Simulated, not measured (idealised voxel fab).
Presented below is a process module, voxel ribs on slabs.
Square cell edge 5 nm, section width 175 nm, ID cut.
Think of the cross-section as a grid of square cells. We describe it in bands, top to bottom, and each band covers one or more rows of those cells.
Heights first: top, then bottom, in nm. Then materials, left to right, each with a width in nm. "everywhere" on a single material: fills the band edge to edge. "blank": empty space.
Below 0: as-received wafer, all one material; heights counted from there. Lowest band: no bottom, goes on down, written "0 and below".
With a width like "30->40", each row of cells in the band differs from the next by the same amount, the top row carrying the first number and the bottom row the second.
The designation "all unchanged", where it is given for a processing step, indicates that no cell of the cross-section was altered in the course of that step.
Listed in "Enclosed cavity list": every empty space of 8 or more cells without an open way to the top. Form: width x height at distance, the distance being from the left edge, all in nm.
Read whatever lies past the settings on a step's line as the simulator's own remark about the step.
"overlay nm" denotes, for a step that has a mask, the displacement of the mask to the right of its planned place, with negative values corresponding to the left.

### Intended process steps
1 RECEIVE with material Si
2 DIRECTIONAL_DEP with material SiO2, thk nm 25
3 DIRECTIONAL_DEP with material polySi, thk nm 15
4 DIRECTIONAL_DEP with material aC, thk nm 10
5 PATTERN with tone cover, mask id RIB, material resist, width nm 20, thk nm 25, overlay nm 0
6 DIRECTIONAL_ETCH with etch materials aC, depth nm 10
7 STRIP with etch materials resist
8 DIRECTIONAL_ETCH with etch materials polySi, depth nm 10
9 STRIP with etch materials aC
10 PATTERN with tone cover, mask id SLAB, material resist, width nm 70, thk nm 15, overlay nm 0
11 DIRECTIONAL_ETCH with etch materials polySi, depth nm 5
12 STRIP with etch materials resist
13 FILL_DEP with material SiO2, thk nm 25
14 CMP with height nm 60
15 DIRECTIONAL_DEP with material TiN, thk nm 10
16 DIRECTIONAL_DEP with material aC, thk nm 15
17 PATTERN with tone cover, mask id HEATER, material resist, width nm 30, thk nm 35, overlay nm 0
18 DIRECTIONAL_ETCH with etch materials aC, depth nm 15
19 STRIP with etch materials resist
20 DIRECTIONAL_ETCH with etch materials TiN, depth nm 10
21 STRIP with etch materials aC
22 CONFORMAL_DEP with material SiO2, thk nm 5

### Wafer as received: cross-section following step 1
- 0 and below  Si everywhere
- Enclosed cavity list: none

### Here's the cross-section of the first of our two wafers at the end of the module - it ran as planned
- 75 down to 70  blank 65 | SiO2 40 | blank 70
- 70 down to 65  blank 65 | SiO2 5 | TiN 30 | SiO2 5 | blank 70
- 65 down to 60  SiO2 70 | TiN 30 | SiO2 75
- 60 down to 40  SiO2 everywhere
- 40 down to 30  SiO2 75 | polySi 20 | SiO2 80
- 30 down to 25  SiO2 50 | polySi 70 | SiO2 55
- 25 down to 0  SiO2 everywhere
- 0 and below  Si everywhere
- Enclosed cavity list: none

### Wafer two, end of module, cross-section. Same start, same plan as wafer one. One mistake in the run
- 75 down to 70  blank 65 | SiO2 40 | blank 70
- 70 down to 65  blank 65 | SiO2 5 | TiN 30 | SiO2 5 | blank 70
- 65 down to 60  SiO2 70 | TiN 30 | SiO2 75
- 60 down to 40  SiO2 everywhere
- 40 down to 35  SiO2 50 | polySi 25 | SiO2 20 | polySi 25 | SiO2 55
- 35 down to 30  polySi 75 | SiO2 20 | polySi 80
- 30 down to 25  polySi everywhere
- 25 down to 0  SiO2 everywhere
- 0 and below  Si everywhere
- Enclosed cavity list: none
Want to know what went wrong? step 5 was processed under conditions differing from the plan, specifically as PATTERN with tone open, mask id RIB, material resist, width nm 20, thk nm 25, overlay nm 0
The second wafer ends with more or fewer cells of some materials than the first, per final count: SiO2: 54 fewer, polySi: 54 more
